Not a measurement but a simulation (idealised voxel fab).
process module | voxel capacitor over wiring
Cross-sectional view cut (width: 150 nm; square cell size: 5 nm).
Bands, listed from the top down, are how a cross-section gets written in this document; the cross-section itself is a grid of square cells, and a band is one or more rows of them. Basically the band line says how high the top is and how high the bottom is, in nm, and then what's in it from left to right, every material with its width in nm. Empty space shows up as "air", and if a single material carries "all across" it runs the full band edge to edge. Below 0: as-received wafer, all one material; heights counted from there. Lowest band: no bottom, goes on down, written "0 and below". Width: "30..40" (first number = top row, second number = bottom row, same change from row to row of cells). Reading "no modification" for a step: not a cell of the cross-section changed in it. You'll see "Enclosed void list" listing empty spaces that have no way open to the top, as long as they're 8 cells or more; the notation is width x height at distance, where the distance is from the left edge, and all of it is in nm. It should be noted that, on the line of a given step, the content following the step's settings is a remark produced by the simulator itself with respect to that step. A step's line can hold "overlay nm"; with a mask on that step, the setting says how far right of the planned place the mask lay, while a negative setting says it lay to the left. Pairs ahead. Before: cross-section ahead of one process step. After: cross-section once the step is done, shown to the lowest changed band only. Under each pair: that step, with settings. Caution: pairs may come from different runs of this module on the same starting wafer; a pair follows the pair above only where its "Before-step section" entry says so.
Before-step section:
	75 down to 65 | air 30 nm, then aC 65 nm, then air 55 nm
	65 down to 60 | air 30 nm, then TiN 65 nm, then air 55 nm
	60 down to 55 | aC 30 nm, then TiN 65 nm, then aC 55 nm
	55 down to 50 | aC 30 nm, then Al2O3 65 nm, then aC 55 nm
	50 down to 45 | TiN all across
	45 down to 35 | SiO2 30 nm, then Ru 15 nm, then SiO2 105 nm
	35 down to 30 | SiCN 30 nm, then Ru 15 nm, then SiCN 105 nm
	30 down to 15 | SiO2 10 nm, then SiN 5 nm, then W 30 nm, then SiN 5 nm, then SiO2 50 nm, then SiN 5 nm, then W 30 nm, then SiN 5 nm, then SiO2 10 nm
	15 down to 10 | SiN 15 nm, then TiN 30 nm, then SiN 60 nm, then TiN 30 nm, then SiN 15 nm
	10 down to 0 | SiO2 all across
	0 and below | Si all across
	Enclosed void list: none
Resulting Structure:
	105 down to 75 | resist 25 nm, then air 75 nm, then resist 50 nm
	75 down to 65 | resist 25 nm, then air 5 nm, then aC 65 nm, then air 5 nm, then resist 50 nm
	65 down to 60 | resist 25 nm, then air 5 nm, then TiN 65 nm, then air 5 nm, then resist 50 nm
	Whatever lies below 60 is exactly as it was before.
	Enclosed void list: none
What sits between those two cross-sections? PATTERN: tone open, mask id LOWER_PLATE, material resist, width nm 75, thk nm 30, overlay nm 0
Before-step section: it's just the after picture from the pair right above this one.
Resulting Structure:
	95 down to 65 | resist 25 nm, then air 75 nm, then resist 50 nm
	65 down to 60 | resist 25 nm, then air 5 nm, then TiN 65 nm, then air 5 nm, then resist 50 nm
	60 down to 55 | aC 25 nm, then air 5 nm, then TiN 65 nm, then air 5 nm, then aC 50 nm
	55 down to 50 | aC 25 nm, then air 5 nm, then Al2O3 65 nm, then air 5 nm, then aC 50 nm
	Whatever lies below 50 is exactly as it was before.
	Enclosed void list: none
What sits between those two cross-sections? DIRECTIONAL_ETCH: etch materials aC, depth nm 10
Before-step section: it's just the after picture from the pair right above this one.
Resulting Structure:
	65 down to 60 | air 30 nm, then TiN 65 nm, then air 55 nm
	Whatever lies below 60 is exactly as it was before.
	Enclosed void list: none
What sits between those two cross-sections? STRIP: etch materials resist
Before-step section: it's just the after picture from the pair right above this one.
Resulting Structure:
	60 down to 55 | aC 25 nm, then air 5 nm, then TiN 65 nm, then air 5 nm, then aC 50 nm
	55 down to 50 | aC 25 nm, then air 5 nm, then Al2O3 65 nm, then air 5 nm, then aC 50 nm
	50 down to 45 | TiN 25 nm, then air 5 nm, then TiN 65 nm, then air 5 nm, then TiN 50 nm
	Whatever lies below 45 is exactly as it was before.
	Enclosed void list: none
What sits between those two cross-sections? DIRECTIONAL_ETCH: etch materials TiN, depth nm 5
Before-step section: it's just the after picture from the pair right above this one.
Resulting Structure:
	60 down to 55 | air 30 nm, then TiN 65 nm, then air 55 nm
	55 down to 50 | air 30 nm, then Al2O3 65 nm, then air 55 nm
	Whatever lies below 50 is exactly as it was before.
	Enclosed void list: none
What sits between those two cross-sections? STRIP: etch materials aC
Before-step section: it's just the after picture from the pair right above this one.
Resulting Structure:
	80 down to 60 | SiO2 all across
	60 down to 55 | SiO2 30 nm, then TiN 65 nm, then SiO2 55 nm
	55 down to 50 | SiO2 30 nm, then Al2O3 65 nm, then SiO2 55 nm
	50 down to 45 | TiN 25 nm, then SiO2 5 nm, then TiN 65 nm, then SiO2 5 nm, then TiN 50 nm
	Whatever lies below 45 is exactly as it was before.
	Enclosed void list: none
What sits between those two cross-sections? FILL_DEP: material SiO2, thk nm 20
Before-step section: it's just the after picture from the pair right above this one.
Resulting Structure:
	80 down to 65 | SiO2 40 nm, then air 15 nm, then SiO2 95 nm
	Whatever lies below 65 is exactly as it was before.
	Enclosed void list: none
What sits between those two cross-sections? MASKED_ETCH: tone open, mask id PLUG_2, width nm 15, etch materials SiO2, depth nm 15, overlay nm 0
Before-step section: it's just the after picture from the pair right above this one.
Resulting Structure:
	85 down to 80 | TiN 45 nm, then air 5 nm, then TiN 100 nm
	80 down to 70 | SiO2 40 nm, then TiN 5 nm, then air 5 nm, then TiN 5 nm, then SiO2 95 nm
	70 down to 65 | SiO2 40 nm, then TiN 15 nm, then SiO2 95 nm
	Whatever lies below 65 is exactly as it was before.
	Enclosed void list: none
What sits between those two cross-sections? CONFORMAL_DEP: material TiN, thk nm 5
Before-step section: it's just the after picture from the pair right above this one.
Resulting Structure:
	90 down to 85 | W all across
	85 down to 80 | TiN 45 nm, then W 5 nm, then TiN 100 nm
	80 down to 70 | SiO2 40 nm, then TiN 5 nm, then W 5 nm, then TiN 5 nm, then SiO2 95 nm
	Whatever lies below 70 is exactly as it was before.
	Enclosed void list: none
What sits between those two cross-sections? FILL_DEP: material W, thk nm 5
Before-step section: it's just the after picture from the pair right above this one.
Resulting Structure:
	80 down to 70 | SiO2 40 nm, then TiN 5 nm, then W 5 nm, then TiN 5 nm, then SiO2 95 nm
	Whatever lies below 70 is exactly as it was before.
	Enclosed void list: none
What sits between those two cross-sections? CMP: height nm 80
Before-step section: it's just the after picture from the pair right above this one.
Resulting Structure:
	85 down to 80 | SiN all across
	Whatever lies below 80 is exactly as it was before.
	Enclosed void list: none
What sits between those two cross-sections? CONFORMAL_DEP: material SiN, thk nm 5
